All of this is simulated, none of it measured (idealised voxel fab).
Process module name: voxel self aligned vias
cross-section cut | 205 nm wide | cells 5 nm
The cross-sections in this document take the form of a grid made of square cells. They are written out as bands, in order from top to bottom. Each band consists of one or more rows of cells. Top height, bottom height, nm. Materials left to right, width each, nm. Single material + "edge to edge" = fills band edge to edge. "empty" = empty. Beneath 0, the wafer as received is one material, and that level is where height counting begins. The lowest band goes on downward without a bottom; it is written like "0 down". Read "30 to 40" as a graded width: first number on top, second number at the bottom, same change between each pair of neighbouring rows. "stayed the same" after a step means that no cell of the cross-section changed. Entry "Cavities, sealed" = empty spaces >= 8 cells with no open way to the top; each as width x height at distance, distance from left edge, all nm. That trailing text on a step's line, after the settings, is the simulator's own remark on the step. overlay nm: mask right of planned place by this much (step with mask). Neg. = left.
Listed below are the process steps as planned
1) RECEIVE | material Si
2) CONFORMAL_DEP | material SiO2 | thk nm 10
3) CONFORMAL_DEP | material SiCN | thk nm 5
4) DIRECTIONAL_DEP | material lowk | thk nm 30
5) MASKED_ETCH | tone open | mask id LINES | width nm 20 | pitch nm 50 | etch materials lowk | depth nm 30 | overlay nm 0
6) CONFORMAL_DEP | material TiN | thk nm 5
7) FILL_DEP | material W | thk nm 10
8) CMP | height nm 45
9) SELECTIVE_ETCH | etch materials W Ru TiN | depth nm 5
10) FILL_DEP | material SiN | thk nm 10
11) CMP | height nm 45
12) DIRECTIONAL_DEP | material lowk | thk nm 20
13) MASKED_ETCH | tone open | mask id VIAS | width nm 30 | pitch nm 50 | etch materials lowk | depth nm 20 | overlay nm 0
14) MASKED_ETCH | tone open | mask id VIAS | width nm 30 | pitch nm 50 | etch materials SiN | depth nm 5 | overlay nm 0
15) CONFORMAL_DEP | material TiN | thk nm 5
16) FILL_DEP | material Cu | thk nm 10
17) CMP | height nm 65
18) CONFORMAL_DEP | material SiN | thk nm 5
First wafer out of two, processed as planned
Delivered wafer in cross-section: state after step 1
0 down  Si edge to edge
Cavities, sealed: none
How the wafer stands in section after step 2
10 to 0  SiO2 edge to edge
Everything under 0 stays put, no change at all.
How the wafer stands in section after step 3
15 to 10  SiCN edge to edge
Everything under 10 stays put, no change at all.
How the wafer stands in section after step 4
45 to 15  lowk edge to edge
Everything under 15 stays put, no change at all.
How the wafer stands in section after step 5
45 to 15  lowk: 65 | empty: 20 | lowk: 30 | empty: 20 | lowk: 70
Everything under 15 stays put, no change at all.
How the wafer stands in section after step 6
50 to 45  TiN: 70 | empty: 10 | TiN: 40 | empty: 10 | TiN: 75
45 to 20  lowk: 65 | TiN: 5 | empty: 10 | TiN: 5 | lowk: 30 | TiN: 5 | empty: 10 | TiN: 5 | lowk: 70
20 to 15  lowk: 65 | TiN: 20 | lowk: 30 | TiN: 20 | lowk: 70
Everything under 15 stays put, no change at all.
How the wafer stands in section after step 7
60 to 50  W edge to edge
50 to 45  TiN: 70 | W: 10 | TiN: 40 | W: 10 | TiN: 75
45 to 20  lowk: 65 | TiN: 5 | W: 10 | TiN: 5 | lowk: 30 | TiN: 5 | W: 10 | TiN: 5 | lowk: 70
Everything under 20 stays put, no change at all.
How the wafer stands in section after step 8
45 to 20  lowk: 65 | TiN: 5 | W: 10 | TiN: 5 | lowk: 30 | TiN: 5 | W: 10 | TiN: 5 | lowk: 70
Everything under 20 stays put, no change at all.
How the wafer stands in section after step 9
45 to 40  lowk: 65 | empty: 20 | lowk: 30 | empty: 20 | lowk: 70
Everything under 40 stays put, no change at all.
How the wafer stands in section after step 10
55 to 45  SiN edge to edge
45 to 40  lowk: 65 | SiN: 20 | lowk: 30 | SiN: 20 | lowk: 70
Everything under 40 stays put, no change at all.
How the wafer stands in section after step 11
45 to 40  lowk: 65 | SiN: 20 | lowk: 30 | SiN: 20 | lowk: 70
Everything under 40 stays put, no change at all.
How the wafer stands in section after step 12
65 to 45  lowk edge to edge
Everything under 45 stays put, no change at all.
How the wafer stands in section after step 13
65 to 45  lowk: 60 | empty: 30 | lowk: 20 | empty: 30 | lowk: 65
Everything under 45 stays put, no change at all.
How the wafer stands in section after step 14
65 to 45  lowk: 60 | empty: 30 | lowk: 20 | empty: 30 | lowk: 65
45 to 40  lowk: 65 | empty: 20 | lowk: 30 | empty: 20 | lowk: 70
Everything under 40 stays put, no change at all.
How the wafer stands in section after step 15
70 to 65  TiN: 65 | empty: 20 | TiN: 30 | empty: 20 | TiN: 70
65 to 50  lowk: 60 | TiN: 5 | empty: 20 | TiN: 5 | lowk: 20 | TiN: 5 | empty: 20 | TiN: 5 | lowk: 65
50 to 45  lowk: 60 | TiN: 10 | empty: 10 | TiN: 10 | lowk: 20 | TiN: 10 | empty: 10 | TiN: 10 | lowk: 65
45 to 40  lowk: 65 | TiN: 20 | lowk: 30 | TiN: 20 | lowk: 70
Everything under 40 stays put, no change at all.
How the wafer stands in section after step 16
80 to 70  Cu edge to edge
70 to 65  TiN: 65 | Cu: 20 | TiN: 30 | Cu: 20 | TiN: 70
65 to 50  lowk: 60 | TiN: 5 | Cu: 20 | TiN: 5 | lowk: 20 | TiN: 5 | Cu: 20 | TiN: 5 | lowk: 65
50 to 45  lowk: 60 | TiN: 10 | Cu: 10 | TiN: 10 | lowk: 20 | TiN: 10 | Cu: 10 | TiN: 10 | lowk: 65
Everything under 45 stays put, no change at all.
How the wafer stands in section after step 17
65 to 50  lowk: 60 | TiN: 5 | Cu: 20 | TiN: 5 | lowk: 20 | TiN: 5 | Cu: 20 | TiN: 5 | lowk: 65
Everything under 50 stays put, no change at all.
How the wafer stands in section after step 18
70 to 65  SiN edge to edge
Everything under 65 stays put, no change at all.
Second wafer - shared start and plan with the first - one error in running - same as the first up to step 12 inclusive
What the second wafer looks like in cross-section when step 13 should have wrapped up
65 to 45  lowk: 60 | empty: 30 | lowk: 20 | empty: 30 | lowk: 65
45 to 40  lowk: 60 | empty: 5 | SiN: 20 | empty: 5 | lowk: 20 | empty: 5 | SiN: 20 | empty: 5 | lowk: 65
40 to 35  lowk: 60 | empty: 5 | TiN: 5 | W: 10 | TiN: 5 | empty: 5 | lowk: 20 | empty: 5 | TiN: 5 | W: 10 | TiN: 5 | empty: 5 | lowk: 65
Everything under 35 stays put, no change at all.
What the second wafer looks like in cross-section when step 14 should have wrapped up
65 to 40  lowk: 60 | empty: 30 | lowk: 20 | empty: 30 | lowk: 65
Everything under 40 stays put, no change at all.
What the second wafer looks like in cross-section when step 15 should have wrapped up
70 to 65  TiN: 65 | empty: 20 | TiN: 30 | empty: 20 | TiN: 70
65 to 45  lowk: 60 | TiN: 5 | empty: 20 | TiN: 5 | lowk: 20 | TiN: 5 | empty: 20 | TiN: 5 | lowk: 65
45 to 40  lowk: 60 | TiN: 30 | lowk: 20 | TiN: 30 | lowk: 65
40 to 35  lowk: 60 | TiN: 10 | W: 10 | TiN: 10 | lowk: 20 | TiN: 10 | W: 10 | TiN: 10 | lowk: 65
Everything under 35 stays put, no change at all.
What the second wafer looks like in cross-section when step 16 should have wrapped up
80 to 70  Cu edge to edge
70 to 65  TiN: 65 | Cu: 20 | TiN: 30 | Cu: 20 | TiN: 70
65 to 45  lowk: 60 | TiN: 5 | Cu: 20 | TiN: 5 | lowk: 20 | TiN: 5 | Cu: 20 | TiN: 5 | lowk: 65
Everything under 45 stays put, no change at all.
What the second wafer looks like in cross-section when step 17 should have wrapped up
65 to 45  lowk: 60 | TiN: 5 | Cu: 20 | TiN: 5 | lowk: 20 | TiN: 5 | Cu: 20 | TiN: 5 | lowk: 65
Everything under 45 stays put, no change at all.
What the second wafer looks like in cross-section when step 18 should have wrapped up
70 to 65  SiN edge to edge
Everything under 65 stays put, no change at all.
The mistake made against the process plan was this: step 13 ran as: MASKED_ETCH | tone open | mask id VIAS | width nm 30 | pitch nm 50 | etch materials lowk | depth nm 30 | overlay nm 0
Final difference in cells, second wafer against first, listed per material as more or fewer: 4 more of Cu; 4 more of TiN; 8 fewer of lowk
